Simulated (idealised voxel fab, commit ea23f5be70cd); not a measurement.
Process module under the name voxel capacitor over wiring
The cross-section on display is named cut; it measures 295 nm wide, and its cells are 5 nm squares.
A cross-section is a grid of square cells, given in bands from the top down. A band is one or more rows of cells.
The band entry comprises the height of the band's top followed by the height of its bottom, expressed in nm, and subsequently the band's materials from left to right, each stated together with its width in nm. Where a single material is marked with the word "everywhere", that material fills the band from edge to edge. The word "air" represents empty space.
Heights from 0 (as-received wafer is one material below). Bottom band endless downward, as "top 0, no bottom".
The expression "30->40" gives the width at the extremes of the band, the first number at its top row of cells and the second at its bottom row, with the width changing by equal amounts from each row to the next in between.
Reading "no change" for a step: not a cell of the cross-section changed in it.
Each empty space that has no open way to the top and spans at least 8 cells appears under "Completely sealed voids" as width x height at distance, the distance counted from the left edge, all in nm.
On each step's line, the part that comes after the settings is the simulator's own comment on the step.
On any step carrying a mask, the "overlay nm" setting, if present on the step's line, tells how far right of its planned place the mask lay; negative values point to the left.
Set out below are the planned steps of the process:
- 1: RECEIVE with material Si
- 2: CONFORMAL_DEP with material SiO2, thk nm 10
- 3: CONFORMAL_DEP with material SiCN, thk nm 5
- 4: DIRECTIONAL_DEP with material SiO2, thk nm 25
- 5: PATTERN with tone open, mask id METAL_1, material resist, width nm 30, pitch nm 85, thk nm 20, overlay nm 0
- 6: DIRECTIONAL_ETCH with etch materials SiO2, depth nm 25
- 7: DIRECTIONAL_ETCH with etch materials SiCN, depth nm 5
- 8: STRIP with etch materials resist
- 9: CONFORMAL_DEP with material TiN, thk nm 5
- 10: FILL_DEP with material W, thk nm 5
- 11: CMP with height nm 40
- 12: CONFORMAL_DEP with material SiCN, thk nm 5
- 13: DIRECTIONAL_DEP with material SiO2, thk nm 10
- 14: PATTERN with tone open, mask id PLUG_1, material resist, width nm 15, thk nm 15, overlay nm 0
- 15: DIRECTIONAL_ETCH with etch materials SiO2, depth nm 10
- 16: DIRECTIONAL_ETCH with etch materials SiCN, depth nm 5
- 17: STRIP with etch materials resist
- 18: CONFORMAL_DEP with material TiN, thk nm 5
- 19: FILL_DEP with material W, thk nm 5
- 20: CMP with height nm 55
- 21: DIRECTIONAL_DEP with material TiN, thk nm 10
- 22: DIRECTIONAL_DEP with material Al2O3, thk nm 5
- 23: DIRECTIONAL_DEP with material TiN, thk nm 10
- 24: MASKED_ETCH with tone cover, mask id UPPER_PLATE, width nm 60, etch materials TiN, depth nm 10, overlay nm 0
- 25: MASKED_ETCH with tone cover, mask id UPPER_PLATE, width nm 60, etch materials Al2O3, depth nm 5, overlay nm 0
- 26: MASKED_ETCH with tone cover, mask id LOWER_PLATE, width nm 70, etch materials TiN, depth nm 10, overlay nm 0
- 27: FILL_DEP with material SiO2, thk nm 15
- 28: CMP with height nm 90
- 29: PATTERN with tone open, mask id PLUG_2, material resist, width nm 15, thk nm 15, overlay nm 0
- 30: DIRECTIONAL_ETCH with etch materials SiO2, depth nm 10
- 31: STRIP with etch materials resist
- 32: CONFORMAL_DEP with material TiN, thk nm 5
- 33: FILL_DEP with material Cu, thk nm 5
- 34: CMP with height nm 90
- 35: CONFORMAL_DEP with material SiN, thk nm 5
Wafer, first of two, run as planned:
Cross-section of the wafer as it came to us, i.e., already through step 1:
top 0, no bottom: Si everywhere
Completely sealed voids: none
Sectional view: wafer, after step 2:
top 10, bottom 0: SiO2 everywhere
Below 0 it's all the same as before, nothing changed down there.
Sectional view: wafer, after step 3:
top 15, bottom 10: SiCN everywhere
Below 10 it's all the same as before, nothing changed down there.
Sectional view: wafer, after step 4:
top 40, bottom 15: SiO2 everywhere
Below 15 it's all the same as before, nothing changed down there.
Sectional view: wafer, after step 5:
top 60, bottom 40: 90 of resist | 30 of air | 55 of resist | 30 of air | 90 of resist
Below 40 it's all the same as before, nothing changed down there.
Sectional view: wafer, after step 6:
top 60, bottom 40: 90 of resist | 30 of air | 55 of resist | 30 of air | 90 of resist
top 40, bottom 15: 90 of SiO2 | 30 of air | 55 of SiO2 | 30 of air | 90 of SiO2
Below 15 it's all the same as before, nothing changed down there.
Sectional view: wafer, after step 7:
top 60, bottom 40: 90 of resist | 30 of air | 55 of resist | 30 of air | 90 of resist
top 40, bottom 15: 90 of SiO2 | 30 of air | 55 of SiO2 | 30 of air | 90 of SiO2
top 15, bottom 10: 90 of SiCN | 30 of air | 55 of SiCN | 30 of air | 90 of SiCN
Below 10 it's all the same as before, nothing changed down there.
Sectional view: wafer, after step 8:
top 40, bottom 15: 90 of SiO2 | 30 of air | 55 of SiO2 | 30 of air | 90 of SiO2
Below 15 it's all the same as before, nothing changed down there.
Sectional view: wafer, after step 9:
top 45, bottom 40: 95 of TiN | 20 of air | 65 of TiN | 20 of air | 95 of TiN
top 40, bottom 15: 90 of SiO2 | 5 of TiN | 20 of air | 5 of TiN | 55 of SiO2 | 5 of TiN | 20 of air | 5 of TiN | 90 of SiO2
top 15, bottom 10: 90 of SiCN | 30 of TiN | 55 of SiCN | 30 of TiN | 90 of SiCN
Below 10 it's all the same as before, nothing changed down there.
Sectional view: wafer, after step 10:
top 50, bottom 45: W everywhere
top 45, bottom 40: 95 of TiN | 20 of W | 65 of TiN | 20 of W | 95 of TiN
top 40, bottom 15: 90 of SiO2 | 5 of TiN | 20 of W | 5 of TiN | 55 of SiO2 | 5 of TiN | 20 of W | 5 of TiN | 90 of SiO2
Below 15 it's all the same as before, nothing changed down there.
Sectional view: wafer, after step 11:
top 40, bottom 15: 90 of SiO2 | 5 of TiN | 20 of W | 5 of TiN | 55 of SiO2 | 5 of TiN | 20 of W | 5 of TiN | 90 of SiO2
Below 15 it's all the same as before, nothing changed down there.
Sectional view: wafer, after step 12:
top 45, bottom 40: SiCN everywhere
Below 40 it's all the same as before, nothing changed down there.
Sectional view: wafer, after step 13:
top 55, bottom 45: SiO2 everywhere
Below 45 it's all the same as before, nothing changed down there.
Sectional view: wafer, after step 14:
top 70, bottom 55: 105 of resist | 15 of air | 175 of resist
Below 55 it's all the same as before, nothing changed down there.
Sectional view: wafer, after step 15:
top 70, bottom 55: 105 of resist | 15 of air | 175 of resist
top 55, bottom 45: 105 of SiO2 | 15 of air | 175 of SiO2
Below 45 it's all the same as before, nothing changed down there.
Sectional view: wafer, after step 16:
top 70, bottom 55: 105 of resist | 15 of air | 175 of resist
top 55, bottom 45: 105 of SiO2 | 15 of air | 175 of SiO2
top 45, bottom 40: 105 of SiCN | 15 of air | 175 of SiCN
Below 40 it's all the same as before, nothing changed down there.
Sectional view: wafer, after step 17:
top 55, bottom 45: 105 of SiO2 | 15 of air | 175 of SiO2
Below 45 it's all the same as before, nothing changed down there.
Sectional view: wafer, after step 18:
top 60, bottom 55: 110 of TiN | 5 of air | 180 of TiN
top 55, bottom 45: 105 of SiO2 | 5 of TiN | 5 of air | 5 of TiN | 175 of SiO2
top 45, bottom 40: 105 of SiCN | 15 of TiN | 175 of SiCN
Below 40 it's all the same as before, nothing changed down there.
Sectional view: wafer, after step 19:
top 65, bottom 60: W everywhere
top 60, bottom 55: 110 of TiN | 5 of W | 180 of TiN
top 55, bottom 45: 105 of SiO2 | 5 of TiN | 5 of W | 5 of TiN | 175 of SiO2
Below 45 it's all the same as before, nothing changed down there.
Sectional view: wafer, after step 20:
top 55, bottom 45: 105 of SiO2 | 5 of TiN | 5 of W | 5 of TiN | 175 of SiO2
Below 45 it's all the same as before, nothing changed down there.
Sectional view: wafer, after step 21:
top 65, bottom 55: TiN everywhere
Below 55 it's all the same as before, nothing changed down there.
Sectional view: wafer, after step 22:
top 70, bottom 65: Al2O3 everywhere
Below 65 it's all the same as before, nothing changed down there.
Sectional view: wafer, after step 23:
top 80, bottom 70: TiN everywhere
Below 70 it's all the same as before, nothing changed down there.
Sectional view: wafer, after step 24:
top 80, bottom 70: 105 of air | 60 of TiN | 130 of air
Below 70 it's all the same as before, nothing changed down there.
Sectional view: wafer, after step 25:
top 80, bottom 70: 105 of air | 60 of TiN | 130 of air
top 70, bottom 65: 105 of air | 60 of Al2O3 | 130 of air
Below 65 it's all the same as before, nothing changed down there.
Sectional view: wafer, after step 26:
top 80, bottom 70: 105 of air | 60 of TiN | 130 of air
top 70, bottom 65: 105 of air | 60 of Al2O3 | 130 of air
top 65, bottom 55: 100 of air | 70 of TiN | 125 of air
Below 55 it's all the same as before, nothing changed down there.
Sectional view: wafer, after step 27:
top 95, bottom 80: SiO2 everywhere
top 80, bottom 70: 105 of SiO2 | 60 of TiN | 130 of SiO2
top 70, bottom 65: 105 of SiO2 | 60 of Al2O3 | 130 of SiO2
top 65, bottom 55: 100 of SiO2 | 70 of TiN | 125 of SiO2
Below 55 it's all the same as before, nothing changed down there.
Sectional view: wafer, after step 28:
top 90, bottom 80: SiO2 everywhere
Below 80 it's all the same as before, nothing changed down there.
Sectional view: wafer, after step 29:
top 105, bottom 90: 115 of resist | 15 of air | 165 of resist
Below 90 it's all the same as before, nothing changed down there.
Sectional view: wafer, after step 30:
top 105, bottom 90: 115 of resist | 15 of air | 165 of resist
top 90, bottom 80: 115 of SiO2 | 15 of air | 165 of SiO2
Below 80 it's all the same as before, nothing changed down there.
Sectional view: wafer, after step 31:
top 90, bottom 80: 115 of SiO2 | 15 of air | 165 of SiO2
Below 80 it's all the same as before, nothing changed down there.
Sectional view: wafer, after step 32:
top 95, bottom 90: 120 of TiN | 5 of air | 170 of TiN
top 90, bottom 85: 115 of SiO2 | 5 of TiN | 5 of air | 5 of TiN | 165 of SiO2
top 85, bottom 80: 115 of SiO2 | 15 of TiN | 165 of SiO2
Below 80 it's all the same as before, nothing changed down there.
Sectional view: wafer, after step 33:
top 100, bottom 95: Cu everywhere
top 95, bottom 90: 120 of TiN | 5 of Cu | 170 of TiN
top 90, bottom 85: 115 of SiO2 | 5 of TiN | 5 of Cu | 5 of TiN | 165 of SiO2
Below 85 it's all the same as before, nothing changed down there.
Sectional view: wafer, after step 34:
top 90, bottom 85: 115 of SiO2 | 5 of TiN | 5 of Cu | 5 of TiN | 165 of SiO2
Below 85 it's all the same as before, nothing changed down there.
Sectional view: wafer, after step 35:
top 95, bottom 90: SiN everywhere
Below 90 it's all the same as before, nothing changed down there.
Wafer two. Same start, same plan, one slip in execution. Same as wafer one through step 33, inclusive:
Second wafer cross-section, taken as of the time the plan sets for step 34 to be done:
top 80, bottom 70: 105 of SiO2 | 60 of TiN | 130 of SiO2
Below 70 it's all the same as before, nothing changed down there.
Second wafer cross-section, taken as of the time the plan sets for step 35 to be done:
top 85, bottom 80: SiN everywhere
Below 80 it's all the same as before, nothing changed down there.
So what did we get wrong on this run? note that step 34 departed from the planned setting and was carried out as CMP with height nm 80
Materials where the second wafer ends with more or fewer cells than the first: 1 fewer of Cu, 112 fewer of SiO2, 5 fewer of TiN
